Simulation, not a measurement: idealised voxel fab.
The following is a process module called voxel fin reveal.
Displayed cross-section: cut, width of 230 nm, square cells sized 5 nm.
Bands, listed from the top down, are how a cross-section gets written in this document; the cross-section itself is a grid of square cells, and a band is one or more rows of them. Quick guide to a band line: top height, bottom height (nm) up front; then every material left to right with its width in nm. Only one material and it's marked "full width"? Then it fills the band edge to edge. And "air" just means empty space. The level at which height equals 0 is the one under which the wafer, as it arrives, is entirely one material. No lower edge exists for the bottom band, which continues downward and is notated as in "top 0, no bottom". Graded width ("30 to 40"): value in top row of band = first number; value in bottom row = second number; row-to-row change constant. A step reported as "remains unaltered" is a step in which no cell of the cross-section changed. Any empty space of 8 cells or more lacking an open way to the top shows up in "Unvented voids" as width x height at distance, distance from the left edge, in nm. after a step's settings: what the simulator itself notes on the step. overlay nm: for a step with a mask, the amount by which the mask lay right of where it was planned; a negative amount means left of it.

### These are the steps we planned for the process
1 RECEIVE, material Si
2 CONFORMAL_DEP, material SiN, thk nm 5
3 DIRECTIONAL_DEP, material aC, thk nm 15
4 PATTERN, tone cover, mask id FINS, material resist, width nm 15, pitch nm 35, thk nm 35, overlay nm 0
5 DIRECTIONAL_ETCH, etch materials aC, depth nm 15
6 STRIP, etch materials resist
7 DIRECTIONAL_ETCH, etch materials SiN, depth nm 5
8 DIRECTIONAL_ETCH, etch materials Si, depth nm 30
9 STRIP, etch materials aC
10 FILL_DEP, material SiO2, thk nm 10
11 CMP, height nm 5
12 SELECTIVE_ETCH, etch materials SiO2, depth nm 25
13 STRIP, etch materials SiN
14 CONFORMAL_DEP, material HfO2, thk nm 5

### Cross-section of the wafer upon arrival, representing the state reached after step 1
- top 0, no bottom = Si full width
- Unvented voids: none

### End-of-module cross-section of the first of two wafers, processed as planned
- top 5, bottom 0 = air 65; HfO2 25; air 10; HfO2 25; air 10; HfO2 25; air 70
- top 0, bottom -15 = air 65; HfO2 5; Si 15; HfO2 5; air 10; HfO2 5; Si 15; HfO2 5; air 10; HfO2 5; Si 15; HfO2 5; air 70
- top -15, bottom -20 = HfO2 70; Si 15; HfO2 20; Si 15; HfO2 20; Si 15; HfO2 75
- top -20, bottom -30 = SiO2 70; Si 15; SiO2 20; Si 15; SiO2 20; Si 15; SiO2 75
- top -30, no bottom = Si full width
- Unvented voids: none

### End of module, second wafer, cross-section. Started like the first, planned like the first, run with one mistake
- top 10, bottom 5 = HfO2 75; air 5; HfO2 30; air 5; HfO2 30; air 5; HfO2 80
- top 5, bottom 0 = HfO2 full width
- top 0, bottom -30 = HfO2 70; Si 15; HfO2 20; Si 15; HfO2 20; Si 15; HfO2 75
- top -30, no bottom = Si full width
- Unvented voids: none
Which mistake was made when the wafer was run? step 10 deviated from plan and actually ran as FILL_DEP, material HfO2, thk nm 10
Per the end-of-run cell counts, the second wafer holds more or fewer of some materials than the first: +241 HfO2; -74 SiO2
